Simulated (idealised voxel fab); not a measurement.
This section sets out a process module, namely voxel fin reveal.
For reference, the cross-section in this document is cut, with width 250 nm and square cells of 5 nm.
Just so we're on the same page, the cross-sections are grids of square cells, and they're listed out in bands top to bottom, each band one or more rows deep. Band: top and bottom heights (nm) first, top before bottom; then materials from left to right, widths in nm. "edge to edge" marks a sole material filling the band edge to edge. "blank" denotes empty space. For the purposes of this specification, 0 denotes the height below which the wafer in its as-received condition is composed wholly of one material, and the lowermost band, lacking a lower limit, extends downward without end, as expressed in "from 0 down". Width spec "30 to 40" -> top row of cells at first value, bottom row at second value, equal per-row change in between. "same as before" for a step: no cell of the cross-section changed in that step. Reported under the label "Closed void inventory" are the empty spaces having no open way to the top and comprising 8 cells or more; the notation for each is width x height at distance, in which the distance is measured from the left edge and all three values are in nm. Step line, after settings: the simulator's comment on this step. Among the settings permitted on a step's line is "overlay nm"; applied to a step with a mask, it specifies the extent to which the mask lay to the right of its planned position, whereas a negative figure signifies a position to the left.

# These are the steps we planned for the process
| 1 | RECEIVE [material Si] |
| 2 | CONFORMAL_DEP [material SiN] [thk nm 5] |
| 3 | DIRECTIONAL_DEP [material aC] [thk nm 15] |
| 4 | PATTERN [tone cover] [mask id FINS] [material resist] [width nm 15] [pitch nm 35] [thk nm 30] [overlay nm 0] |
| 5 | DIRECTIONAL_ETCH [etch materials aC] [depth nm 15] |
| 6 | STRIP [etch materials resist] |
| 7 | DIRECTIONAL_ETCH [etch materials SiN] [depth nm 5] |
| 8 | DIRECTIONAL_ETCH [etch materials Si] [depth nm 35] |
| 9 | STRIP [etch materials aC] |
| 10 | OXIDIZE [depth nm 5] |
| 11 | FILL_DEP [material SiO2] [thk nm 5] |
| 12 | CMP [height nm 5] |
| 13 | SELECTIVE_ETCH [etch materials SiO2] [depth nm 20] |
| 14 | STRIP [etch materials SiN] |
| 15 | CONFORMAL_DEP [material SiO2] [thk nm 5] |

# Account of the first of two wafers, which was processed as intended

# Shown in cross-section is the wafer as received, that is, as it stands after step 1
from 0 down = Si edge to edge
Closed void inventory: none

# After step 2, in cross-section
from 5 to 0 = SiN edge to edge
Below 0 it's all the same as before, nothing changed down there.

# After step 3, in cross-section
from 20 to 5 = aC edge to edge
Below 5 it's all the same as before, nothing changed down there.

# After step 4, in cross-section
from 50 to 20 = blank (100)  resist (15)  blank (20)  resist (15)  blank (100)
Below 20 it's all the same as before, nothing changed down there.

# After step 5, in cross-section
from 35 to 20 = blank (100)  resist (15)  blank (20)  resist (15)  blank (100)
from 20 to 5 = blank (100)  aC (15)  blank (20)  aC (15)  blank (100)
Below 5 it's all the same as before, nothing changed down there.

# After step 6, in cross-section
from 20 to 5 = blank (100)  aC (15)  blank (20)  aC (15)  blank (100)
Below 5 it's all the same as before, nothing changed down there.

# After step 7, in cross-section
from 20 to 5 = blank (100)  aC (15)  blank (20)  aC (15)  blank (100)
from 5 to 0 = blank (100)  SiN (15)  blank (20)  SiN (15)  blank (100)
Below 0 it's all the same as before, nothing changed down there.

# After step 8, in cross-section
from 20 to 5 = blank (100)  aC (15)  blank (20)  aC (15)  blank (100)
from 5 to 0 = blank (100)  SiN (15)  blank (20)  SiN (15)  blank (100)
from 0 to -35 = blank (100)  Si (15)  blank (20)  Si (15)  blank (100)
Below -35 it's all the same as before, nothing changed down there.

# After step 9, in cross-section
from 5 to 0 = blank (100)  SiN (15)  blank (20)  SiN (15)  blank (100)
Below 0 it's all the same as before, nothing changed down there.

# After step 10, in cross-section
from 5 to 0 = blank (100)  SiN (15)  blank (20)  SiN (15)  blank (100)
from 0 to -35 = blank (100)  SiO2 (5)  Si (5)  SiO2 (5)  blank (20)  SiO2 (5)  Si (5)  SiO2 (5)  blank (100)
from -35 to -40 = SiO2 (105)  Si (5)  SiO2 (30)  Si (5)  SiO2 (105)
Below -40 it's all the same as before, nothing changed down there.

# After step 11, in cross-section
from 10 to 5 = SiO2 edge to edge
from 5 to 0 = SiO2 (100)  SiN (15)  SiO2 (20)  SiN (15)  SiO2 (100)
from 0 to -40 = SiO2 (105)  Si (5)  SiO2 (30)  Si (5)  SiO2 (105)
Below -40 it's all the same as before, nothing changed down there.

# After step 12, in cross-section
from 5 to 0 = SiO2 (100)  SiN (15)  SiO2 (20)  SiN (15)  SiO2 (100)
Below 0 it's all the same as before, nothing changed down there.

# After step 13, in cross-section
from 5 to 0 = blank (100)  SiN (15)  blank (20)  SiN (15)  blank (100)
from 0 to -15 = blank (105)  Si (5)  blank (30)  Si (5)  blank (105)
Below -15 it's all the same as before, nothing changed down there.

# After step 14, in cross-section
from 0 to -15 = blank (105)  Si (5)  blank (30)  Si (5)  blank (105)
Below -15 it's all the same as before, nothing changed down there.

# After step 15, in cross-section
from 5 to 0 = blank (100)  SiO2 (15)  blank (20)  SiO2 (15)  blank (100)
from 0 to -10 = blank (100)  SiO2 (5)  Si (5)  SiO2 (5)  blank (20)  SiO2 (5)  Si (5)  SiO2 (5)  blank (100)
from -10 to -40 = SiO2 (105)  Si (5)  SiO2 (30)  Si (5)  SiO2 (105)
Below -40 it's all the same as before, nothing changed down there.

# Regarding the second of the two wafers: it shared the first wafer's starting condition and process plan, yet one error occurred during its execution. Its history coincides with that of the first wafer up to and including step 12

# when step 13 should have ended
from 5 to 0 = SiO2 (100)  blank (15)  SiO2 (20)  blank (15)  SiO2 (100)
Below 0 it's all the same as before, nothing changed down there.

# when step 14 should have ended
from 0 to -15 = blank (105)  Si (5)  blank (30)  Si (5)  blank (105)
from -15 to -20 = SiO2 (80)  blank (25)  Si (5)  blank (30)  Si (5)  blank (25)  SiO2 (80)
Below -20 it's all the same as before, nothing changed down there.

# when step 15 should have ended
from 5 to 0 = blank (100)  SiO2 (15)  blank (20)  SiO2 (15)  blank (100)
from 0 to -10 = blank (100)  SiO2 (5)  Si (5)  SiO2 (5)  blank (20)  SiO2 (5)  Si (5)  SiO2 (5)  blank (100)
from -10 to -15 = SiO2 (85)  blank (15)  SiO2 (5)  Si (5)  SiO2 (5)  blank (20)  SiO2 (5)  Si (5)  SiO2 (5)  blank (15)  SiO2 (85)
from -15 to -40 = SiO2 (105)  Si (5)  SiO2 (30)  Si (5)  SiO2 (105)
Below -40 it's all the same as before, nothing changed down there.
Deviation from plan: a sequencing error occurred in which plan steps 13 and 14 were transposed
End check, counted in cells, second wafer has more or fewer of these materials than the first: SiO2: 10 fewer
